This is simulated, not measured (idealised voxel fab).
Presented below is a process module, voxel transistor to metal.
It is cross-section cut that appears here, measuring 195 nm in width, its square cells being 5 nm in size.
In this document a cross-section is written as a grid of square cells. It is given as a series of bands, listed from the top down, and a band is one or more rows of cells. Read a band's entry like this: the first values are the height of its top and the height of its bottom in nm, and what follows is the sequence of materials from left to right, each with its width in nm. Note that "air" is empty space, and that a single material marked "throughout" reaches across the band from edge to edge. Heads up on the height convention: 0 is the point under which the incoming wafer is all one material, and the lowest band has no bottom, it just keeps going down, like "top 0, no bottom". Graded width ("30 to 40"): value in top row of band = first number; value in bottom row = second number; row-to-row change constant. "nothing changed", as given for a step, is the statement that not any cell of the cross-section underwent a change during that step. The entry titled "Unvented internal voids" provides the empty spaces that have no open way to the top, restricted to those of 8 cells or more. Each is presented as width x height at distance, the distance being measured from the left edge, with all three in nm. Past the settings on a step's line: simulator remark, on that step. The setting "overlay nm" may be written on the line of a step. When the step uses a mask, the value reports how far to the right of the planned place the mask lay, and a negative value reports that it lay to the left.

-- Process steps (planned)
1) RECEIVE (material Si)
2) OXIDIZE (depth nm 5)
3) CONFORMAL_DEP (material SiN; thk nm 10)
4) DIRECTIONAL_DEP (material aC; thk nm 10)
5) PATTERN (tone cover; mask id ACTIVE; material resist; width nm 105; thk nm 25; overlay nm 0)
6) DIRECTIONAL_ETCH (etch materials aC; depth nm 10)
7) STRIP (etch materials resist)
8) DIRECTIONAL_ETCH (etch materials SiN; depth nm 10)
9) DIRECTIONAL_ETCH (etch materials SiO2; depth nm 5)
10) DIRECTIONAL_ETCH (etch materials Si; depth nm 35)
11) STRIP (etch materials aC)
12) OXIDIZE (depth nm 5)
13) FILL_DEP (material SiO2; thk nm 15)
14) CMP (height nm 10)
15) SELECTIVE_ETCH (etch materials SiO2; depth nm 10)
16) STRIP (etch materials SiN)
17) SELECTIVE_ETCH (etch materials SiO2; depth nm 5)
18) OXIDIZE (depth nm 5)
19) DIRECTIONAL_DEP (material polySi; thk nm 30)
20) DIRECTIONAL_DEP (material SiCN; thk nm 10)
21) DIRECTIONAL_DEP (material aC; thk nm 15)
22) PATTERN (tone cover; mask id GATE; material resist; width nm 35; thk nm 35; overlay nm 0)
23) DIRECTIONAL_ETCH (etch materials aC; depth nm 15)
24) STRIP (etch materials resist)
25) DIRECTIONAL_ETCH (etch materials SiCN; depth nm 20)
26) DIRECTIONAL_ETCH (etch materials polySi; depth nm 40)
27) STRIP (etch materials aC)
28) CONFORMAL_DEP (material SiO2; thk nm 5)
29) DIRECTIONAL_ETCH (etch materials SiO2; depth nm 5)
30) CONFORMAL_DEP (material SiN; thk nm 5)
31) DIRECTIONAL_ETCH (etch materials SiN; depth nm 5)
32) DIRECTIONAL_ETCH (etch materials SiO2; depth nm 5)
33) DIRECTIONAL_ETCH (etch materials Si; depth nm 5)
34) EPI (material nSi; thk nm 10)
35) FILL_DEP (material SiO2; thk nm 10)
36) CMP (height nm 25)
37) STRIP (etch materials polySi)
38) SELECTIVE_ETCH (etch materials SiO2; depth nm 5)
39) CONFORMAL_DEP (material HfO2; thk nm 5)
40) CONFORMAL_DEP (material TiN; thk nm 5)
41) FILL_DEP (material W; thk nm 5)
42) CMP (height nm 20)
43) DIRECTIONAL_DEP (material SiO2; thk nm 10)
44) PATTERN (tone open; mask id CONTACT; material resist; width nm 15; pitch nm 80; thk nm 15; overlay nm 0)
45) DIRECTIONAL_ETCH (etch materials SiO2; depth nm 35)
46) STRIP (etch materials resist)
47) CONFORMAL_DEP (material TiN; thk nm 5)
48) FILL_DEP (material W; thk nm 10)
49) CMP (height nm 30)
50) DIRECTIONAL_DEP (material TiN; thk nm 5)
51) DIRECTIONAL_DEP (material Ru; thk nm 20)
52) PATTERN (tone cover; mask id METAL_1; material resist; width nm 15; pitch nm 80; thk nm 15; overlay nm 0)
53) DIRECTIONAL_ETCH (etch materials Ru; depth nm 20)
54) DIRECTIONAL_ETCH (etch materials TiN; depth nm 5)
55) STRIP (etch materials resist)
56) FILL_DEP (material lowk; thk nm 5)
57) CMP (height nm 55)
58) CONFORMAL_DEP (material SiCN; thk nm 5)
59) DIRECTIONAL_DEP (material SiO2; thk nm 35)
60) PATTERN (tone open; mask id METAL_2; material resist; width nm 15; pitch nm 80; thk nm 15; overlay nm 0)
61) DIRECTIONAL_ETCH (etch materials SiO2; depth nm 20)
62) STRIP (etch materials resist)
63) PATTERN (tone open; mask id METAL_2_HOLES; material resist; width nm 15; pitch nm 80; thk nm 15; overlay nm 0)
64) DIRECTIONAL_ETCH (etch materials SiO2; depth nm 15)
65) DIRECTIONAL_ETCH (etch materials SiCN; depth nm 5)
66) STRIP (etch materials resist)
67) CONFORMAL_DEP (material TiN; thk nm 5)
68) FILL_DEP (material Cu; thk nm 10)
69) CMP (height nm 95)
70) CONFORMAL_DEP (material SiCN; thk nm 5)

-- Cross-section, incoming material, after step 1
* top 0, no bottom  Si throughout
* Unvented internal voids: none

-- Sectioned view, first of two wafers, at the close of the module, processed as intended in the plan
* top 100, bottom 95  SiCN throughout
* top 95, bottom 60  SiO2=50 | TiN=5 | Cu=5 | TiN=5 | SiO2=65 | TiN=5 | Cu=5 | TiN=5 | SiO2=50
* top 60, bottom 55  SiCN=50 | TiN=15 | SiCN=65 | TiN=15 | SiCN=50
* top 55, bottom 35  lowk=50 | Ru=15 | lowk=65 | Ru=15 | lowk=50
* top 35, bottom 30  lowk=50 | TiN=15 | lowk=65 | TiN=15 | lowk=50
* top 30, bottom 20  SiO2=50 | TiN=5 | W=5 | TiN=5 | SiO2=65 | TiN=5 | W=5 | TiN=5 | SiO2=50
* top 20, bottom 5  SiO2=50 | TiN=5 | W=5 | TiN=5 | SiO2=5 | SiN=5 | HfO2=5 | TiN=5 | W=25 | TiN=5 | HfO2=5 | SiN=5 | SiO2=5 | TiN=5 | W=5 | TiN=5 | SiO2=50
* top 5, bottom 0  SiO2=50 | TiN=15 | SiO2=5 | SiN=5 | HfO2=5 | TiN=5 | W=25 | TiN=5 | HfO2=5 | SiN=5 | SiO2=5 | TiN=15 | SiO2=50
* top 0, bottom -5  SiO2=50 | TiN=10 | nSi=10 | SiN=5 | HfO2=5 | TiN=35 | HfO2=5 | SiN=5 | nSi=10 | TiN=10 | SiO2=50
* top -5, bottom -10  SiO2=45 | nSi=25 | SiO2=5 | HfO2=45 | SiO2=5 | nSi=25 | SiO2=45
* top -10, bottom -15  SiO2=50 | nSi=20 | Si=55 | nSi=20 | SiO2=50
* top -15, bottom -45  SiO2=50 | Si=95 | SiO2=50
* top -45, no bottom  Si throughout
* Unvented internal voids: none

-- Cross-section of the latter of the two wafers at module completion. It had an identical start and an identical plan to the former; in running it, one mistake was made
* top 100, bottom 95  SiCN throughout
* top 95, bottom 85  SiO2=45 | TiN=5 | Cu=15 | TiN=5 | SiO2=55 | TiN=5 | Cu=15 | TiN=5 | SiO2=45
* top 85, bottom 80  SiO2=45 | TiN=10 | Cu=5 | TiN=10 | SiO2=55 | TiN=10 | Cu=5 | TiN=10 | SiO2=45
* top 80, bottom 60  SiO2=50 | TiN=5 | Cu=5 | TiN=5 | SiO2=65 | TiN=5 | Cu=5 | TiN=5 | SiO2=50
* top 60, bottom 55  SiCN=50 | TiN=15 | SiCN=65 | TiN=15 | SiCN=50
* top 55, bottom 35  lowk=50 | Ru=15 | lowk=65 | Ru=15 | lowk=50
* top 35, bottom 30  lowk=50 | TiN=15 | lowk=65 | TiN=15 | lowk=50
* top 30, bottom 20  SiO2=50 | TiN=5 | W=5 | TiN=5 | SiO2=65 | TiN=5 | W=5 | TiN=5 | SiO2=50
* top 20, bottom 5  SiO2=50 | TiN=5 | W=5 | TiN=5 | SiO2=5 | SiN=5 | HfO2=5 | TiN=5 | W=25 | TiN=5 | HfO2=5 | SiN=5 | SiO2=5 | TiN=5 | W=5 | TiN=5 | SiO2=50
* top 5, bottom 0  SiO2=50 | TiN=15 | SiO2=5 | SiN=5 | HfO2=5 | TiN=5 | W=25 | TiN=5 | HfO2=5 | SiN=5 | SiO2=5 | TiN=15 | SiO2=50
* top 0, bottom -5  SiO2=50 | TiN=10 | nSi=10 | SiN=5 | HfO2=5 | TiN=35 | HfO2=5 | SiN=5 | nSi=10 | TiN=10 | SiO2=50
* top -5, bottom -10  SiO2=45 | nSi=25 | SiO2=5 | HfO2=45 | SiO2=5 | nSi=25 | SiO2=45
* top -10, bottom -15  SiO2=50 | nSi=20 | Si=55 | nSi=20 | SiO2=50
* top -15, bottom -45  SiO2=50 | Si=95 | SiO2=50
* top -45, no bottom  Si throughout
* Unvented internal voids: none
So what did we get wrong on this run? rather than as planned, step 63 actually ran as PATTERN (tone open; mask id METAL_2_HOLES; material resist; width nm 25; pitch nm 80; thk nm 15; overlay nm 0)
In the final state, the cell counts of the second wafer exceed or fall short of those of the first for the following materials: 8 more of Cu; 12 fewer of SiO2; 4 more of TiN
